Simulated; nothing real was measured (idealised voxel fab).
The process module presented herein is designated voxel self aligned contacts.
Shown is cross-section cut, with a width of 195 nm and square cells of size 5 nm.
Format of a cross-section: grid, square cells. Given as bands. Order: top down. Band: one or more rows of cells. What a band's entry tells you: where the top is and where the bottom is, as heights in nm, and after that what lies inside, material by material from left to right, each with its width in nm. Empty space is written as the word "air", and a single material marked with the word "full width" occupies the band from edge to edge. Zero point of the height axis is 0; under it, received wafer = one material. Lowest band: continues down indefinitely, "0 and below". A two-number width, for instance "30..40", indicates that the width is equal to the first number in the top row of the band and to the second number in the bottom row, and that it changes by a constant amount per row of cells. No cell of the cross-section changed in a step that is given as "identical to before". Basically, "Cavities, sealed" tells you about the enclosed voids: empty spaces with no open way to the top, 8 cells or bigger, each written width x height at distance, where distance is from the left edge, all in nm. Step line, after settings: the simulator's comment on this step. overlay nm: for a step with a mask, the amount by which the mask lay right of where it was planned; a negative amount means left of it.
Process steps - plan:
| 1 | RECEIVE with material Si |
| 2 | OXIDIZE with depth nm 5 |
| 3 | DIRECTIONAL_DEP with material polySi, thk nm 20 |
| 4 | DIRECTIONAL_DEP with material SiN, thk nm 25 |
| 5 | MASKED_ETCH with tone cover, mask id GATE, width nm 30, pitch nm 70, etch materials SiN, depth nm 25, overlay nm 0 |
| 6 | MASKED_ETCH with tone cover, mask id GATE, width nm 30, pitch nm 70, etch materials polySi, depth nm 20, overlay nm 0 |
| 7 | CONFORMAL_DEP with material SiN, thk nm 5 |
| 8 | DIRECTIONAL_ETCH with etch materials SiN, depth nm 10 |
| 9 | FILL_DEP with material SiO2, thk nm 15 |
| 10 | CMP with height nm 50 |
| 11 | DIRECTIONAL_DEP with material aC, thk nm 15 |
| 12 | PATTERN with tone open, mask id CONTACT, material resist, width nm 50, thk nm 35, overlay nm 0 |
| 13 | DIRECTIONAL_ETCH with etch materials aC, depth nm 15 |
| 14 | STRIP with etch materials resist |
| 15 | DIRECTIONAL_ETCH with etch materials SiO2, depth nm 55 |
| 16 | STRIP with etch materials aC |
| 17 | CONFORMAL_DEP with material TiN, thk nm 5 |
| 18 | FILL_DEP with material Ru, thk nm 10 |
| 19 | CMP with height nm 50 |
| 20 | CONFORMAL_DEP with material SiCN, thk nm 5 |
Variable across wafers: step 7 thk nm (plan value is that of the first wafer; starting state common to all).
The first of several wafers, as received after step 1, seen in section:
0 and below = Si full width
Cavities, sealed: none
First of several wafers, sectioned at end of module (last step: step 20):
55 down to 50 = SiCN full width
50 down to 40 = 70 nm SiO2  5..15 nm TiN  40..20 nm Ru  5..15 nm TiN  75 nm SiO2
40 down to 20 = 40 nm SiO2  40 nm SiN  5 nm TiN  20 nm Ru  5 nm TiN  40 nm SiN  45 nm SiO2
20 down to 0 = 40 nm SiO2  5 nm SiN  30 nm polySi  5 nm SiN  5 nm TiN  20 nm Ru  5 nm TiN  5 nm SiN  30 nm polySi  5 nm SiN  45 nm SiO2
0 down to -5 = 80 nm SiO2  30 nm TiN  85 nm SiO2
-5 and below = Si full width
Cavities, sealed: none
Sectional view of the last wafer upon completion of the module:
55 down to 50 = SiCN full width
50 down to 20 = 20 nm SiO2  150 nm SiN  25 nm SiO2
20 down to 15 = 20 nm SiO2  25 nm SiN  30 nm polySi  40 nm SiN  30 nm polySi  25 nm SiN  25 nm SiO2
15 down to 0 = 45 nm SiN  30 nm polySi  40 nm SiN  30 nm polySi  50 nm SiN
0 down to -5 = SiO2 full width
-5 and below = Si full width
Cavities, sealed: none
Row per wafer, end-of-module: cell gain (+)/loss (-) by material since the wafer came in, then closed voids:
thk nm 5; +44 Ru; -39 Si; +39 SiCN; +80 SiN; +227 SiO2; +30 TiN; +48 polySi; Cavities, sealed: none
thk nm 10; +20 Ru; -39 Si; +39 SiCN; +132 SiN; +199 SiO2; +30 TiN; +48 polySi; Cavities, sealed: none
thk nm 15; -39 Si; +39 SiCN; +207 SiN; +156 SiO2; +18 TiN; +48 polySi; Cavities, sealed: none
thk nm 20; -39 Si; +39 SiCN; +254 SiN; +127 SiO2; +48 polySi; Cavities, sealed: none
thk nm 25; -39 Si; +39 SiCN; +279 SiN; +102 SiO2; +48 polySi; Cavities, sealed: none
